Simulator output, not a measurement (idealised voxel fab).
The document below concerns the process module designated voxel transistor to metal.
In the cross-section labelled cut, the width is 190 nm and each square cell is 5 nm.
Cross-section format: a grid of square cells, given as bands from top to bottom; each band is one or more rows of cells. The entry gives the band's vertical extent as a top height and a bottom height in nm, then its horizontal make-up as materials from left to right, each with a width in nm. "air" stands for empty space; a single material marked "all across" fills the band edge to edge. Height is counted from the level 0, under which the received wafer is composed throughout of one material. The lowest of the bands is not closed at the bottom but continues downward, in the notation "0 nm and below". With a width like "30..40", each row of cells in the band differs from the next by the same amount, the top row carrying the first number and the bottom row the second. "identical to before" after a step means that no cell of the cross-section changed. In the "Cavities, sealed" entry, you get each enclosed empty space of 8 cells or more, one with no open way to the top, written width x height at distance, distance from the left edge, in nm. Post-settings text on a step line: simulator's own remark regarding the step. "overlay nm" answers the question of how far to the right of plan the mask lay on a step that has a mask, and when it is negative the answer is to the left.

These are the steps we planned for the process
1) RECEIVE, material Si
2) OXIDIZE, depth nm 5
3) CONFORMAL_DEP, material SiN, thk nm 15
4) DIRECTIONAL_DEP, material aC, thk nm 10
5) PATTERN, tone cover, mask id ACTIVE, material resist, width nm 110, thk nm 30, overlay nm 0
6) DIRECTIONAL_ETCH, etch materials aC, depth nm 10
7) STRIP, etch materials resist
8) DIRECTIONAL_ETCH, etch materials SiN, depth nm 15
9) DIRECTIONAL_ETCH, etch materials SiO2, depth nm 5
10) DIRECTIONAL_ETCH, etch materials Si, depth nm 25
11) STRIP, etch materials aC
12) OXIDIZE, depth nm 5
13) FILL_DEP, material SiO2, thk nm 10
14) CMP, height nm 15
15) SELECTIVE_ETCH, etch materials SiO2, depth nm 10
16) STRIP, etch materials SiN
17) SELECTIVE_ETCH, etch materials SiO2, depth nm 5
18) OXIDIZE, depth nm 5
19) DIRECTIONAL_DEP, material polySi, thk nm 20
20) DIRECTIONAL_DEP, material SiCN, thk nm 15
21) PATTERN, tone cover, mask id GATE, material resist, width nm 20, thk nm 15, overlay nm 0
22) DIRECTIONAL_ETCH, etch materials SiCN, depth nm 25
23) DIRECTIONAL_ETCH, etch materials polySi, depth nm 30
24) STRIP, etch materials resist
25) CONFORMAL_DEP, material SiN, thk nm 5
26) DIRECTIONAL_ETCH, etch materials SiN, depth nm 5
27) DIRECTIONAL_ETCH, etch materials SiO2, depth nm 5
28) EPI, material pSi, thk nm 5
29) FILL_DEP, material SiO2, thk nm 10
30) CMP, height nm 30
31) DIRECTIONAL_DEP, material SiO2, thk nm 15
32) DIRECTIONAL_DEP, material aC, thk nm 15
33) PATTERN, tone open, mask id CONTACT, material resist, width nm 35, pitch nm 65, thk nm 35, overlay nm 0
34) DIRECTIONAL_ETCH, etch materials aC, depth nm 15
35) STRIP, etch materials resist
36) DIRECTIONAL_ETCH, etch materials SiO2, depth nm 50
37) STRIP, etch materials aC
38) CONFORMAL_DEP, material TiN, thk nm 5
39) FILL_DEP, material Ru, thk nm 10
40) CMP, height nm 45
41) CONFORMAL_DEP, material SiCN, thk nm 5
42) DIRECTIONAL_DEP, material lowk, thk nm 25
43) DIRECTIONAL_DEP, material aC, thk nm 10
44) PATTERN, tone open, mask id METAL_1, material resist, width nm 20, pitch nm 80, thk nm 25, overlay nm 0
45) DIRECTIONAL_ETCH, etch materials aC, depth nm 10
46) STRIP, etch materials resist
47) DIRECTIONAL_ETCH, etch materials lowk, depth nm 25
48) DIRECTIONAL_ETCH, etch materials SiCN, depth nm 5
49) STRIP, etch materials aC
50) CONFORMAL_DEP, material TiN, thk nm 5
51) FILL_DEP, material Cu, thk nm 5
52) CMP, height nm 75
53) CONFORMAL_DEP, material SiCN, thk nm 5

Delivered wafer in cross-section: state after step 1
  0 nm and below | Si all across
  Cavities, sealed: none

Look at the cross-section after the module: the wafer started out the way shown above and the plan was the one shown above, yet one mistake was made along the way
  80 nm to 75 nm | SiCN all across
  75 nm to 70 nm | 45 nm SiCN | 20 nm TiN | 60 nm SiCN | 20 nm TiN | 45 nm SiCN
  70 nm to 45 nm | lowk all across
  45 nm to 30 nm | 45 nm SiO2 | 5 nm TiN | 25 nm Ru | 5 nm TiN | 30 nm SiO2 | 5 nm TiN | 25 nm Ru | 5 nm TiN | 45 nm SiO2
  30 nm to 15 nm | 45 nm SiO2 | 5 nm TiN | 25 nm Ru | 5 nm TiN | 5 nm SiN | 20 nm SiCN | 5 nm SiN | 5 nm TiN | 25 nm Ru | 5 nm TiN | 45 nm SiO2
  15 nm to 0 nm | 45 nm SiO2 | 5 nm TiN | 25 nm Ru | 5 nm TiN | 5 nm SiN | 20 nm polySi | 5 nm SiN | 5 nm TiN | 25 nm Ru | 5 nm TiN | 45 nm SiO2
  0 nm to -5 nm | 35 nm SiO2 | 5 nm SiN | 5 nm SiO2 | 35 nm TiN | 5 nm SiN | 20 nm polySi | 5 nm SiN | 35 nm TiN | 5 nm SiO2 | 5 nm SiN | 35 nm SiO2
  -5 nm to -10 nm | 40 nm SiO2 | 40 nm pSi | 30 nm SiO2 | 40 nm pSi | 40 nm SiO2
  -10 nm to -35 nm | 45 nm SiO2 | 100 nm Si | 45 nm SiO2
  -35 nm and below | Si all across
  Cavities, sealed: none
Which mistake was made when the wafer was run? mixed up steps 41 and 42 - ran each in the other's place
